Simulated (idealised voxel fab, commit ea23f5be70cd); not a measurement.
The process module that follows is named voxel ribs on slabs.
Pictured: cross-section cut, 140 nm wide, on a grid of 5 nm square cells.
The cross-sections in this document take the form of a grid made of square cells. They are written out as bands, in order from top to bottom. Each band consists of one or more rows of cells.
Heights first: top, then bottom, in nm. Then materials, left to right, each with a width in nm. "throughout" on a single material: fills the band edge to edge. "empty": empty space.
Height is counted from the level 0, under which the received wafer is composed throughout of one material. The lowest of the bands is not closed at the bottom but continues downward, in the notation "0 and below".
So if you see something like "30..40" for the width, read it as the top row of the band sitting at the first number and the bottom row at the second, with every row in between moving by the same amount as the last.
"no change occurred", as given for a step, is the statement that not any cell of the cross-section underwent a change during that step.
The entry titled "Enclosed void entries" provides the empty spaces that have no open way to the top, restricted to those of 8 cells or more. Each is presented as width x height at distance, the distance being measured from the left edge, with all three in nm.
Heads up: the bit after the settings on a step's line is the simulator's remark on that step.
overlay nm: for a step with a mask, the amount by which the mask lay right of where it was planned; a negative amount means left of it.

[Process steps foreseen in the plan]
| 1 | RECEIVE (material Si) |
| 2 | DIRECTIONAL_DEP (material SiO2; thk nm 25) |
| 3 | DIRECTIONAL_DEP (material polySi; thk nm 15) |
| 4 | DIRECTIONAL_DEP (material aC; thk nm 10) |
| 5 | PATTERN (tone cover; mask id RIB; material resist; width nm 25; thk nm 30; overlay nm 0) |
| 6 | DIRECTIONAL_ETCH (etch materials aC; depth nm 10) |
| 7 | STRIP (etch materials resist) |
| 8 | DIRECTIONAL_ETCH (etch materials polySi; depth nm 10) |
| 9 | STRIP (etch materials aC) |
| 10 | DIRECTIONAL_DEP (material aC; thk nm 10) |
| 11 | PATTERN (tone cover; mask id SLAB; material resist; width nm 65; thk nm 30; overlay nm 0) |
| 12 | DIRECTIONAL_ETCH (etch materials aC; depth nm 10) |
| 13 | STRIP (etch materials resist) |
| 14 | DIRECTIONAL_ETCH (etch materials polySi; depth nm 5) |
| 15 | STRIP (etch materials aC) |
| 16 | FILL_DEP (material SiO2; thk nm 25) |
| 17 | CMP (height nm 60) |
| 18 | DIRECTIONAL_DEP (material TiN; thk nm 10) |
| 19 | DIRECTIONAL_DEP (material aC; thk nm 10) |
| 20 | PATTERN (tone cover; mask id HEATER; material resist; width nm 35; thk nm 25; overlay nm 0) |
| 21 | DIRECTIONAL_ETCH (etch materials aC; depth nm 10) |
| 22 | STRIP (etch materials resist) |
| 23 | DIRECTIONAL_ETCH (etch materials TiN; depth nm 10) |
| 24 | STRIP (etch materials aC) |
| 25 | CONFORMAL_DEP (material SiO2; thk nm 10) |

[So this is the incoming wafer in cross-section - it's already been through step 1]
  0 and below = Si throughout
  Enclosed void entries: none

[End-of-module cross-section. Starting structure and process plan as above; one mistake made in running it]
  70 down to 60 = empty 50 nm; TiN 35 nm; empty 55 nm
  60 down to 40 = SiO2 throughout
  40 down to 30 = SiO2 55 nm; polySi 25 nm; SiO2 60 nm
  30 down to 25 = SiO2 35 nm; polySi 65 nm; SiO2 40 nm
  25 down to 0 = SiO2 throughout
  0 and below = Si throughout
  Enclosed void entries: none
Where did the run depart from the plan? plan step 25: skipped, not run
